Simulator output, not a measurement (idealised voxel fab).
A process module follows: voxel wiring stack.
Shown is cross-section cut, with a width of 240 nm and square cells of size 5 nm.
When this document writes out a cross-section, it uses a grid of square cells and lists it as bands, beginning at the top and moving down, with a band standing for one or more rows of cells. Read a band's entry like this: the first values are the height of its top and the height of its bottom in nm, and what follows is the sequence of materials from left to right, each with its width in nm. Note that "empty" is empty space, and that a single material marked "full width" reaches across the band from edge to edge. Where do heights start? At 0: under that level the wafer as delivered is made of one material only. And the lowest band has no floor; it just carries on downward, as in "top 0, no bottom". The notation "30..40" denotes a width that varies across the rows of cells in the band, beginning at the first number in the top row, finishing at the second number in the bottom row, and changing by an identical amount from each row to the next. "nothing was modified", as given for a step, is the statement that not any cell of the cross-section underwent a change during that step. Enclosed voids (no open way to top), threshold 8 cells or more, entry "Voids, sealed", notation width x height at distance, distance from left edge, nm. It should be noted that, on the line of a given step, the content following the step's settings is a remark produced by the simulator itself with respect to that step. overlay nm: how far to the right of its planned place the mask lay on this masked step (negative: to the left).
Steps planned for the process:
1 RECEIVE,material Si
2 CONFORMAL_DEP,material SiO2,thk nm 15
3 DIRECTIONAL_DEP,material TiN,thk nm 5
4 DIRECTIONAL_DEP,material Ru,thk nm 20
5 MASKED_ETCH,tone cover,mask id METAL_1,width nm 25,pitch nm 50,etch materials Ru,depth nm 20,overlay nm 0
6 MASKED_ETCH,tone cover,mask id METAL_1,width nm 25,pitch nm 50,etch materials TiN,depth nm 5,overlay nm 0
7 CONFORMAL_DEP,material SiCN,thk nm 5
8 FILL_DEP,material lowk,thk nm 5
9 CMP,height nm 40
10 CONFORMAL_DEP,material SiCN,thk nm 5
11 DIRECTIONAL_DEP,material SiO2,thk nm 20
12 DIRECTIONAL_DEP,material aC,thk nm 15
13 PATTERN,tone open,mask id PLUG_1,material resist,width nm 15,pitch nm 100,thk nm 30,overlay nm 0
14 DIRECTIONAL_ETCH,etch materials aC,depth nm 15
15 STRIP,etch materials resist
16 DIRECTIONAL_ETCH,etch materials SiO2,depth nm 20
17 DIRECTIONAL_ETCH,etch materials SiCN,depth nm 5
18 STRIP,etch materials aC
19 CONFORMAL_DEP,material TiN,thk nm 5
20 FILL_DEP,material Cu,thk nm 5
21 CMP,height nm 65
22 DIRECTIONAL_DEP,material TiN,thk nm 5
23 DIRECTIONAL_DEP,material Ru,thk nm 20
24 MASKED_ETCH,tone cover,mask id METAL_2,width nm 25,pitch nm 50,etch materials Ru,depth nm 20,overlay nm 0
25 MASKED_ETCH,tone cover,mask id METAL_2,width nm 25,pitch nm 50,etch materials TiN,depth nm 5,overlay nm 0
26 CONFORMAL_DEP,material SiCN,thk nm 5
27 FILL_DEP,material lowk,thk nm 10
28 CMP,height nm 90
29 CONFORMAL_DEP,material SiCN,thk nm 5
30 DIRECTIONAL_DEP,material lowk,thk nm 30
31 DIRECTIONAL_DEP,material aC,thk nm 15
32 PATTERN,tone open,mask id METAL_3,material resist,width nm 25,pitch nm 50,thk nm 35,overlay nm 0
33 DIRECTIONAL_ETCH,etch materials aC,depth nm 15
34 STRIP,etch materials resist
35 DIRECTIONAL_ETCH,etch materials lowk,depth nm 20
36 STRIP,etch materials aC
37 MASKED_ETCH,tone open,mask id METAL_3_HOLES,width nm 15,pitch nm 100,etch materials lowk,depth nm 10,overlay nm 0
38 MASKED_ETCH,tone open,mask id METAL_3_HOLES,width nm 15,pitch nm 100,etch materials SiCN,depth nm 5,overlay nm 0
39 CONFORMAL_DEP,material TiN,thk nm 5
40 FILL_DEP,material Cu,thk nm 5
41 CMP,height nm 125
42 CONFORMAL_DEP,material SiCN,thk nm 5
Don't read the plan's width nm for step 13 as applying to every wafer: that's the first wafer's value, and the wafers differ in it, though they all start identical.
Cross-section, first of several wafers, as delivered after step 1:
top 0, no bottom | Si full width
Voids, sealed: none
Depicted here is the first of several wafers in cross-section, at module completion following the last step, step 42:
top 130, bottom 125 | SiCN full width
top 125, bottom 110 | 55 of lowk; 5 of TiN; 15 of Cu; 5 of TiN; 25 of lowk; 5 of TiN; 15 of Cu; 5 of TiN; 25 of lowk; 5 of TiN; 15 of Cu; 5 of TiN; 60 of lowk
top 110, bottom 105 | 55 of lowk; 5 of TiN; 5 of Cu; 15 of TiN; 25 of lowk; 25 of TiN; 25 of lowk; 5 of TiN; 5 of Cu; 15 of TiN; 60 of lowk
top 105, bottom 95 | 55 of lowk; 5 of TiN; 5 of Cu; 5 of TiN; 85 of lowk; 5 of TiN; 5 of Cu; 5 of TiN; 70 of lowk
top 95, bottom 90 | 55 of SiCN; 15 of TiN; 85 of SiCN; 15 of TiN; 70 of SiCN
top 90, bottom 70 | 50 of lowk; 5 of SiCN; 25 of Ru; 5 of SiCN; 15 of lowk; 5 of SiCN; 25 of Ru; 5 of SiCN; 15 of lowk; 5 of SiCN; 25 of Ru; 5 of SiCN; 55 of lowk
top 70, bottom 65 | 55 of SiCN; 25 of TiN; 25 of SiCN; 25 of TiN; 25 of SiCN; 25 of TiN; 60 of SiCN
top 65, bottom 45 | 55 of SiO2; 5 of TiN; 5 of Cu; 5 of TiN; 85 of SiO2; 5 of TiN; 5 of Cu; 5 of TiN; 70 of SiO2
top 45, bottom 40 | 55 of SiCN; 15 of TiN; 85 of SiCN; 15 of TiN; 70 of SiCN
top 40, bottom 20 | 50 of lowk; 5 of SiCN; 25 of Ru; 5 of SiCN; 15 of lowk; 5 of SiCN; 25 of Ru; 5 of SiCN; 15 of lowk; 5 of SiCN; 25 of Ru; 5 of SiCN; 55 of lowk
top 20, bottom 15 | 55 of SiCN; 25 of TiN; 25 of SiCN; 25 of TiN; 25 of SiCN; 25 of TiN; 60 of SiCN
top 15, bottom 0 | SiO2 full width
top 0, no bottom | Si full width
Voids, sealed: none
Last wafer, end of module, cross-section:
top 130, bottom 125 | SiCN full width
top 125, bottom 110 | 55 of lowk; 5 of TiN; 15 of Cu; 5 of TiN; 25 of lowk; 5 of TiN; 15 of Cu; 5 of TiN; 25 of lowk; 5 of TiN; 15 of Cu; 5 of TiN; 60 of lowk
top 110, bottom 105 | 55 of lowk; 5 of TiN; 5 of Cu; 15 of TiN; 25 of lowk; 25 of TiN; 25 of lowk; 5 of TiN; 5 of Cu; 15 of TiN; 60 of lowk
top 105, bottom 95 | 55 of lowk; 5 of TiN; 5 of Cu; 5 of TiN; 85 of lowk; 5 of TiN; 5 of Cu; 5 of TiN; 70 of lowk
top 95, bottom 90 | 55 of SiCN; 15 of TiN; 85 of SiCN; 15 of TiN; 70 of SiCN
top 90, bottom 70 | 50 of lowk; 5 of SiCN; 25 of Ru; 5 of SiCN; 15 of lowk; 5 of SiCN; 25 of Ru; 5 of SiCN; 15 of lowk; 5 of SiCN; 25 of Ru; 5 of SiCN; 55 of lowk
top 70, bottom 65 | 55 of SiCN; 25 of TiN; 25 of SiCN; 25 of TiN; 25 of SiCN; 25 of TiN; 60 of SiCN
top 65, bottom 45 | 50 of SiO2; 5 of TiN; 20 of Cu; 5 of TiN; 70 of SiO2; 5 of TiN; 20 of Cu; 5 of TiN; 60 of SiO2
top 45, bottom 40 | 50 of SiCN; 30 of TiN; 70 of SiCN; 30 of TiN; 60 of SiCN
top 40, bottom 20 | 50 of lowk; 5 of SiCN; 25 of Ru; 5 of SiCN; 15 of lowk; 5 of SiCN; 25 of Ru; 5 of SiCN; 15 of lowk; 5 of SiCN; 25 of Ru; 5 of SiCN; 55 of lowk
top 20, bottom 15 | 55 of SiCN; 25 of TiN; 25 of SiCN; 25 of TiN; 25 of SiCN; 25 of TiN; 60 of SiCN
top 15, bottom 0 | SiO2 full width
top 0, no bottom | Si full width
Voids, sealed: none
Each row below is a wafer at the end of the module, listing for every material the number of cells it has gained (+) or lost (-) since it was received, followed by its closed voids:
width nm 15, +41 Cu, +120 Ru, +246 SiCN, +312 SiO2, +97 TiN, +432 lowk, Voids, sealed: none
width nm 20, +49 Cu, +120 Ru, +244 SiCN, +304 SiO2, +99 TiN, +432 lowk, Voids, sealed: none
width nm 25, +57 Cu, +120 Ru, +242 SiCN, +296 SiO2, +101 TiN, +432 lowk, Voids, sealed: none
width nm 30, +65 Cu, +120 Ru, +240 SiCN, +288 SiO2, +103 TiN, +432 lowk, Voids, sealed: none
